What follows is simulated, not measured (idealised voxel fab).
The following is a process module called voxel lift off.
The width of the displayed cross-section, cut, is 245 nm; its cells are square, with a size of 5 nm.
Each cross-section below is a grid of square cells, stated as bands in top-down order, with one or more rows of cells making up each band.
The entry gives the band's vertical extent as a top height and a bottom height in nm, then its horizontal make-up as materials from left to right, each with a width in nm. "air" stands for empty space; a single material marked "edge to edge" fills the band edge to edge.
It should be noted that heights are counted from 0, beneath which the wafer as supplied is of one material throughout, and that the lowest band possesses no lower boundary but continues downward, as written in "top 0, no bottom".
Quick explanation for "30->40": the width changes in equal steps down the rows of cells, from the first number in the band's top row to the second number in its bottom row.
Reading "stayed the same" for a step: not a cell of the cross-section changed in it.
Heads up: "closed voids" only lists the empty pockets with no open path to the top that are 8 cells or more, and it writes them as width x height at distance, distance from the left edge, in nm.
Heads up: the bit after the settings on a step's line is the simulator's remark on that step.
The "overlay nm" setting may appear on a step's line; for a step that uses a mask, it gives how far to the right of its planned position the mask lay, and a negative value indicates the left.
Planned process steps
1: RECEIVE with material Si
2: CONFORMAL_DEP with material SiO2, thk nm 10
3: PATTERN with tone open, mask id LINES, material resist, width nm 30, pitch nm 45, thk nm 30, overlay nm -15
4: DIRECTIONAL_DEP with material Ru, thk nm 15
5: STRIP with etch materials resist
6: CONFORMAL_DEP with material SiCN, thk nm 5
Don't read the plan's overlay nm for step 3 as applying to every wafer: that's the first wafer's value, and the wafers differ in it, though they all start identical.
Cross-section of the first of several received wafers, showing its state after step 1
> top 0, no bottom  Si edge to edge
> closed voids: none
After the module's final step, step 6: the first of several wafers in cross-section
> top 30, bottom 25  air: 40 / SiCN: 40 / air: 5 / SiCN: 40 / air: 5 / SiCN: 40 / air: 75
> top 25, bottom 15  air: 40 / SiCN: 5 / Ru: 30 / SiCN: 5 / air: 5 / SiCN: 5 / Ru: 30 / SiCN: 5 / air: 5 / SiCN: 5 / Ru: 30 / SiCN: 5 / air: 75
> top 15, bottom 10  SiCN: 45 / Ru: 30 / SiCN: 15 / Ru: 30 / SiCN: 15 / Ru: 30 / SiCN: 80
> top 10, bottom 0  SiO2 edge to edge
> top 0, no bottom  Si edge to edge
> closed voids: none
At the end of the module, the last of several wafers in cross-section
> top 30, bottom 25  air: 70 / SiCN: 40 / air: 5 / SiCN: 40 / air: 5 / SiCN: 40 / air: 45
> top 25, bottom 15  air: 70 / SiCN: 5 / Ru: 30 / SiCN: 5 / air: 5 / SiCN: 5 / Ru: 30 / SiCN: 5 / air: 5 / SiCN: 5 / Ru: 30 / SiCN: 5 / air: 45
> top 15, bottom 10  SiCN: 75 / Ru: 30 / SiCN: 15 / Ru: 30 / SiCN: 15 / Ru: 30 / SiCN: 50
> top 10, bottom 0  SiO2 edge to edge
> top 0, no bottom  Si edge to edge
> closed voids: none
The table below has one row for each wafer; a row shows, as of the end of the module, how many cells of each material the wafer has gained, marked (+), or lost, marked (-), since it was received, and then the wafer's closed voids
overlay nm -15 | +54 Ru | +67 SiCN | +98 SiO2 | closed voids: none
overlay nm -10 | +54 Ru | +67 SiCN | +98 SiO2 | closed voids: none
overlay nm -5 | +54 Ru | +67 SiCN | +98 SiO2 | closed voids: none
overlay nm 0 | +54 Ru | +67 SiCN | +98 SiO2 | closed voids: none
overlay nm 5 | +54 Ru | +67 SiCN | +98 SiO2 | closed voids: none
overlay nm 10 | +54 Ru | +67 SiCN | +98 SiO2 | closed voids: none
overlay nm 15 | +54 Ru | +67 SiCN | +98 SiO2 | closed voids: none
